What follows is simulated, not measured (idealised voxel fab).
process module | voxel wiring stack
cross-section cut | 150 nm wide | cells 5 nm
A cross-section is a grid of square cells, given in bands from the top down. A band is one or more rows of cells.
Each band's line starts with the height of the band's top and of its bottom, in nm. Then come its materials from left to right, each with its width in nm. One material with "throughout" fills the band from edge to edge. "air" is empty space.
Height 0 is the level under which the wafer as received is all one material. The lowest band goes on downwards, as in "0 down".
A width such as "30 to 40" changes by the same amount from each row of cells to the next, from the band's top row to its bottom row.
"no change" after a step means that no cell of the cross-section changed.
closed voids: empty space of 8 cells or more with no open way to the top, each as width x height at its distance from the left edge, in nm
after a step's settings: what the simulator itself notes on the step
overlay nm, on a step with a mask: how far to the right of its planned place the mask lay; to the left if negative
plan
1 op RECEIVE | material Si
2 op CONFORMAL_DEP | material SiO2 | thk nm 15
3 op CONFORMAL_DEP | material SiCN | thk nm 5
4 op DIRECTIONAL_DEP | material SiO2 | thk nm 15
5 op DIRECTIONAL_DEP | material aC | thk nm 10
6 op PATTERN | tone open | mask id METAL_1 | material resist | width nm 25 | pitch nm 40 | thk nm 25 | overlay nm 0
7 op DIRECTIONAL_ETCH | etch materials aC | depth nm 10
8 op STRIP | etch materials resist
9 op DIRECTIONAL_ETCH | etch materials SiO2 | depth nm 15
10 op DIRECTIONAL_ETCH | etch materials SiCN | depth nm 5
11 op STRIP | etch materials aC
12 op CONFORMAL_DEP | material TiN | thk nm 5
13 op FILL_DEP | material Cu | thk nm 5
14 op CMP | height nm 35
15 op CONFORMAL_DEP | material SiCN | thk nm 5
16 op DIRECTIONAL_DEP | material lowk | thk nm 30
17 op DIRECTIONAL_DEP | material aC | thk nm 15
18 op PATTERN | tone open | mask id METAL_2 | material resist | width nm 25 | pitch nm 40 | thk nm 30 | overlay nm 0
19 op DIRECTIONAL_ETCH | etch materials aC | depth nm 15
20 op STRIP | etch materials resist
21 op DIRECTIONAL_ETCH | etch materials lowk | depth nm 15
22 op STRIP | etch materials aC
23 op MASKED_ETCH | tone open | mask id METAL_2_HOLES | width nm 15 | pitch nm 80 | etch materials lowk | depth nm 15 | overlay nm 0
24 op MASKED_ETCH | tone open | mask id METAL_2_HOLES | width nm 15 | pitch nm 80 | etch materials SiCN | depth nm 5 | overlay nm 0
25 op CONFORMAL_DEP | material TiN | thk nm 5
26 op FILL_DEP | material Ru | thk nm 10
27 op CMP | height nm 70
28 op CONFORMAL_DEP | material SiN | thk nm 5
first wafer, as planned
as received, after step 1
  0 down: Si throughout
  closed voids: none
after step 2
  15 to 0: SiO2 throughout
  below 0: unchanged
after step 3
  20 to 15: SiCN throughout
  below 15: unchanged
after step 4
  35 to 20: SiO2 throughout
  below 20: unchanged
after step 5
  45 to 35: aC throughout
  below 35: unchanged
after step 6
  70 to 45: resist 20 | air 25 | resist 15 | air 25 | resist 15 | air 25 | resist 25
  below 45: unchanged
after step 7
  60 to 45: resist 20 | air 25 | resist 15 | air 25 | resist 15 | air 25 | resist 25
  45 to 35: aC 20 | air 25 | aC 15 | air 25 | aC 15 | air 25 | aC 25
  below 35: unchanged
after step 8
  45 to 35: aC 20 | air 25 | aC 15 | air 25 | aC 15 | air 25 | aC 25
  below 35: unchanged
after step 9
  45 to 35: aC 20 | air 25 | aC 15 | air 25 | aC 15 | air 25 | aC 25
  35 to 20: SiO2 20 | air 25 | SiO2 15 | air 25 | SiO2 15 | air 25 | SiO2 25
  below 20: unchanged
after step 10
  45 to 35: aC 20 | air 25 | aC 15 | air 25 | aC 15 | air 25 | aC 25
  35 to 20: SiO2 20 | air 25 | SiO2 15 | air 25 | SiO2 15 | air 25 | SiO2 25
  20 to 15: SiCN 20 | air 25 | SiCN 15 | air 25 | SiCN 15 | air 25 | SiCN 25
  below 15: unchanged
after step 11
  35 to 20: SiO2 20 | air 25 | SiO2 15 | air 25 | SiO2 15 | air 25 | SiO2 25
  below 20: unchanged
after step 12
  40 to 35: TiN 25 | air 15 | TiN 25 | air 15 | TiN 25 | air 15 | TiN 30
  35 to 20: SiO2 20 | TiN 5 | air 15 | TiN 5 | SiO2 15 | TiN 5 | air 15 | TiN 5 | SiO2 15 | TiN 5 | air 15 | TiN 5 | SiO2 25
  20 to 15: SiCN 20 | TiN 25 | SiCN 15 | TiN 25 | SiCN 15 | TiN 25 | SiCN 25
  below 15: unchanged
after step 13
  45 to 40: Cu throughout
  40 to 35: TiN 25 | Cu 15 | TiN 25 | Cu 15 | TiN 25 | Cu 15 | TiN 30
  35 to 20: SiO2 20 | TiN 5 | Cu 15 | TiN 5 | SiO2 15 | TiN 5 | Cu 15 | TiN 5 | SiO2 15 | TiN 5 | Cu 15 | TiN 5 | SiO2 25
  below 20: unchanged
after step 14
  35 to 20: SiO2 20 | TiN 5 | Cu 15 | TiN 5 | SiO2 15 | TiN 5 | Cu 15 | TiN 5 | SiO2 15 | TiN 5 | Cu 15 | TiN 5 | SiO2 25
  below 20: unchanged
after step 15
  40 to 35: SiCN throughout
  below 35: unchanged
after step 16
  70 to 40: lowk throughout
  below 40: unchanged
after step 17
  85 to 70: aC throughout
  below 70: unchanged
after step 18
  115 to 85: resist 20 | air 25 | resist 15 | air 25 | resist 15 | air 25 | resist 25
  below 85: unchanged
after step 19
  100 to 85: resist 20 | air 25 | resist 15 | air 25 | resist 15 | air 25 | resist 25
  85 to 70: aC 20 | air 25 | aC 15 | air 25 | aC 15 | air 25 | aC 25
  below 70: unchanged
after step 20
  85 to 70: aC 20 | air 25 | aC 15 | air 25 | aC 15 | air 25 | aC 25
  below 70: unchanged
after step 21
  85 to 70: aC 20 | air 25 | aC 15 | air 25 | aC 15 | air 25 | aC 25
  70 to 55: lowk 20 | air 25 | lowk 15 | air 25 | lowk 15 | air 25 | lowk 25
  below 55: unchanged
after step 22
  70 to 55: lowk 20 | air 25 | lowk 15 | air 25 | lowk 15 | air 25 | lowk 25
  below 55: unchanged
after step 23
  70 to 55: lowk 20 | air 25 | lowk 15 | air 25 | lowk 15 | air 25 | lowk 25
  55 to 40: lowk 20 | air 15 | lowk 65 | air 15 | lowk 35
  below 40: unchanged
after step 24
  70 to 55: lowk 20 | air 25 | lowk 15 | air 25 | lowk 15 | air 25 | lowk 25
  55 to 40: lowk 20 | air 15 | lowk 65 | air 15 | lowk 35
  40 to 35: SiCN 20 | air 15 | SiCN 65 | air 15 | SiCN 35
  below 35: unchanged
after step 25
  75 to 70: TiN 25 | air 15 | TiN 25 | air 15 | TiN 25 | air 15 | TiN 30
  70 to 60: lowk 20 | TiN 5 | air 15 | TiN 5 | lowk 15 | TiN 5 | air 15 | TiN 5 | lowk 15 | TiN 5 | air 15 | TiN 5 | lowk 25
  60 to 55: lowk 20 | TiN 5 | air 5 | TiN 15 | lowk 15 | TiN 25 | lowk 15 | TiN 5 | air 5 | TiN 15 | lowk 25
  55 to 40: lowk 20 | TiN 5 | air 5 | TiN 5 | lowk 65 | TiN 5 | air 5 | TiN 5 | lowk 35
  40 to 35: SiCN 20 | TiN 15 | SiCN 65 | TiN 15 | SiCN 35
  below 35: unchanged
after step 26
  85 to 75: Ru throughout
  75 to 70: TiN 25 | Ru 15 | TiN 25 | Ru 15 | TiN 25 | Ru 15 | TiN 30
  70 to 60: lowk 20 | TiN 5 | Ru 15 | TiN 5 | lowk 15 | TiN 5 | Ru 15 | TiN 5 | lowk 15 | TiN 5 | Ru 15 | TiN 5 | lowk 25
  60 to 55: lowk 20 | TiN 5 | Ru 5 | TiN 15 | lowk 15 | TiN 25 | lowk 15 | TiN 5 | Ru 5 | TiN 15 | lowk 25
  55 to 40: lowk 20 | TiN 5 | Ru 5 | TiN 5 | lowk 65 | TiN 5 | Ru 5 | TiN 5 | lowk 35
  below 40: unchanged
after step 27
  70 to 60: lowk 20 | TiN 5 | Ru 15 | TiN 5 | lowk 15 | TiN 5 | Ru 15 | TiN 5 | lowk 15 | TiN 5 | Ru 15 | TiN 5 | lowk 25
  below 60: unchanged
after step 28
  75 to 70: SiN throughout
  below 70: unchanged
second wafer: like start, like plan, one mistake. Through step 20 it matches the first wafer
when step 21 should have ended
  85 to 70: aC 20 | air 25 | aC 15 | air 25 | aC 15 | air 25 | aC 25
  70 to 40: lowk 20 | air 25 | lowk 15 | air 25 | lowk 15 | air 25 | lowk 25
  below 40: unchanged
when step 22 should have ended
  70 to 40: lowk 20 | air 25 | lowk 15 | air 25 | lowk 15 | air 25 | lowk 25
  below 40: unchanged
when step 23 should have ended: no change
when step 24 should have ended
  70 to 40: lowk 20 | air 25 | lowk 15 | air 25 | lowk 15 | air 25 | lowk 25
  40 to 35: SiCN 20 | air 15 | SiCN 65 | air 15 | SiCN 35
  below 35: unchanged
when step 25 should have ended
  75 to 70: TiN 25 | air 15 | TiN 25 | air 15 | TiN 25 | air 15 | TiN 30
  70 to 45: lowk 20 | TiN 5 | air 15 | TiN 5 | lowk 15 | TiN 5 | air 15 | TiN 5 | lowk 15 | TiN 5 | air 15 | TiN 5 | lowk 25
  45 to 40: lowk 20 | TiN 5 | air 5 | TiN 15 | lowk 15 | TiN 25 | lowk 15 | TiN 5 | air 5 | TiN 15 | lowk 25
  40 to 35: SiCN 20 | TiN 15 | SiCN 65 | TiN 15 | SiCN 35
  below 35: unchanged
when step 26 should have ended
  85 to 75: Ru throughout
  75 to 70: TiN 25 | Ru 15 | TiN 25 | Ru 15 | TiN 25 | Ru 15 | TiN 30
  70 to 45: lowk 20 | TiN 5 | Ru 15 | TiN 5 | lowk 15 | TiN 5 | Ru 15 | TiN 5 | lowk 15 | TiN 5 | Ru 15 | TiN 5 | lowk 25
  45 to 40: lowk 20 | TiN 5 | Ru 5 | TiN 15 | lowk 15 | TiN 25 | lowk 15 | TiN 5 | Ru 5 | TiN 15 | lowk 25
  below 40: unchanged
when step 27 should have ended
  70 to 45: lowk 20 | TiN 5 | Ru 15 | TiN 5 | lowk 15 | TiN 5 | Ru 15 | TiN 5 | lowk 15 | TiN 5 | Ru 15 | TiN 5 | lowk 25
  below 45: unchanged
when step 28 should have ended
  75 to 70: SiN throughout
  below 70: unchanged
what went wrong: step 21 was run twice
at the end the second wafer has, in cells: 21 more of Ru | 6 more of TiN | 27 fewer of lowk
